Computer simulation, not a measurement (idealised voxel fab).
process module | voxel capacitor over wiring
The cross-section shown here is cut; it is 270 nm wide and divided into square cells measuring 5 nm on a side.
Think of the cross-section as a grid of square cells. We describe it in bands, top to bottom, and each band covers one or more rows of those cells. Top, bottom (nm), then materials left to right with widths (nm); lone material tagged "everywhere" fills the whole band edge to edge; "empty" = empty space. Heights from 0 (as-received wafer is one material below). Bottom band endless downward, as "z 0 and below". With a width like "30 to 40", each row of cells in the band differs from the next by the same amount, the top row carrying the first number and the bottom row the second. "no modifications" for a step: no cell of the cross-section changed in that step. Entry "Enclosed void entries". Content: empty spaces with no open connection to the top, size 8 cells or greater. Each: width x height at distance. Distance: from left edge. Unit: nm. Heads up: the bit after the settings on a step's line is the simulator's remark on that step. overlay nm, on a step with a mask: how far to the right of its planned place the mask lay; to the left if negative.

# Planned process steps
- 1: RECEIVE [material Si]
- 2: CONFORMAL_DEP [material SiO2] [thk nm 10]
- 3: CONFORMAL_DEP [material SiN] [thk nm 5]
- 4: DIRECTIONAL_DEP [material SiO2] [thk nm 15]
- 5: PATTERN [tone open] [mask id METAL_1] [material resist] [width nm 20] [pitch nm 80] [thk nm 15] [overlay nm 0]
- 6: DIRECTIONAL_ETCH [etch materials SiO2] [depth nm 15]
- 7: DIRECTIONAL_ETCH [etch materials SiN] [depth nm 5]
- 8: STRIP [etch materials resist]
- 9: CONFORMAL_DEP [material TiN] [thk nm 5]
- 10: FILL_DEP [material Cu] [thk nm 5]
- 11: CMP [height nm 30]
- 12: CONFORMAL_DEP [material SiCN] [thk nm 5]
- 13: DIRECTIONAL_DEP [material SiO2] [thk nm 10]
- 14: DIRECTIONAL_DEP [material aC] [thk nm 10]
- 15: PATTERN [tone open] [mask id PLUG_1] [material resist] [width nm 15] [thk nm 30] [overlay nm 0]
- 16: DIRECTIONAL_ETCH [etch materials aC] [depth nm 10]
- 17: STRIP [etch materials resist]
- 18: DIRECTIONAL_ETCH [etch materials SiO2] [depth nm 10]
- 19: DIRECTIONAL_ETCH [etch materials SiCN] [depth nm 5]
- 20: STRIP [etch materials aC]
- 21: EPI [material Ru] [thk nm 10]
- 22: EPI [material Ru] [thk nm 5]
- 23: DIRECTIONAL_DEP [material TiN] [thk nm 5]
- 24: DIRECTIONAL_DEP [material SiN] [thk nm 5]
- 25: DIRECTIONAL_DEP [material TiN] [thk nm 10]
- 26: MASKED_ETCH [tone cover] [mask id UPPER_PLATE] [width nm 65] [etch materials TiN] [depth nm 10] [overlay nm 0]
- 27: MASKED_ETCH [tone cover] [mask id UPPER_PLATE] [width nm 65] [etch materials SiN] [depth nm 5] [overlay nm 0]
- 28: MASKED_ETCH [tone cover] [mask id LOWER_PLATE] [width nm 75] [etch materials TiN] [depth nm 5] [overlay nm 0]
- 29: FILL_DEP [material SiO2] [thk nm 20]
- 30: CMP [height nm 80]
- 31: PATTERN [tone open] [mask id PLUG_2] [material resist] [width nm 15] [thk nm 20] [overlay nm 0]
- 32: DIRECTIONAL_ETCH [etch materials SiO2] [depth nm 15]
- 33: STRIP [etch materials resist]
- 34: CONFORMAL_DEP [material TiN] [thk nm 5]
- 35: FILL_DEP [material W] [thk nm 10]
- 36: CMP [height nm 80]
- 37: CONFORMAL_DEP [material SiCN] [thk nm 5]

# as received, after step 1
  z 0 and below | Si everywhere
  Enclosed void entries: none

# Post-module cross-section of the first of two wafers (run per plan)
  z 85 to 80 | SiCN everywhere
  z 80 to 70 | 100 of SiO2, then 5 of TiN, then 5 of W, then 5 of TiN, then 155 of SiO2
  z 70 to 65 | 100 of SiO2, then 15 of TiN, then 155 of SiO2
  z 65 to 55 | 90 of SiO2, then 65 of TiN, then 115 of SiO2
  z 55 to 50 | 90 of SiO2, then 65 of SiN, then 115 of SiO2
  z 50 to 45 | 85 of SiO2, then 75 of TiN, then 110 of SiO2
  z 45 to 35 | 90 of SiO2, then 15 of Ru, then 165 of SiO2
  z 35 to 30 | 90 of SiCN, then 15 of Ru, then 165 of SiCN
  z 30 to 15 | 85 of SiO2, then 5 of TiN, then 10 of Cu, then 5 of TiN, then 60 of SiO2, then 5 of TiN, then 10 of Cu, then 5 of TiN, then 85 of SiO2
  z 15 to 10 | 85 of SiN, then 20 of TiN, then 60 of SiN, then 20 of TiN, then 85 of SiN
  z 10 to 0 | SiO2 everywhere
  z 0 and below | Si everywhere
  Enclosed void entries: none

# Cross-sectional image of the second wafer of the two following completion of the module. Starting state and process plan were the same as for the first wafer; one execution error occurred
  z 85 to 80 | SiCN everywhere
  z 80 to 70 | 100 of SiO2, then 5 of TiN, then 5 of W, then 5 of TiN, then 155 of SiO2
  z 70 to 60 | 100 to 105 of SiO2, then 15 to 50 of TiN, then 155 to 115 of SiO2
  z 60 to 55 | 90 of SiO2, then 65 of TiN, then 115 of SiO2
  z 55 to 50 | 90 of SiO2, then 15 of TiN, then 50 of SiN, then 115 of SiO2
  z 50 to 45 | 85 of SiO2, then 5 of TiN, then 15 of SiN, then 55 of TiN, then 110 of SiO2
  z 45 to 40 | 90 of SiCN, then 15 of TiN, then 165 of SiCN
  z 40 to 30 | SiO2 everywhere
  z 30 to 15 | 85 of SiO2, then 5 of TiN, then 10 of Cu, then 5 of TiN, then 60 of SiO2, then 5 of TiN, then 10 of Cu, then 5 of TiN, then 85 of SiO2
  z 15 to 10 | 85 of SiN, then 20 of TiN, then 60 of SiN, then 20 of TiN, then 85 of SiN
  z 10 to 0 | SiO2 everywhere
  z 0 and below | Si everywhere
  Enclosed void entries: none
Heads up, the wafer didn't run the way we planned it: the run placed steps 12 and 13 each in the position the plan gave to the other
Count the cells at the end and the second wafer has more or fewer of some materials than the first: -9 Ru | +9 SiO2
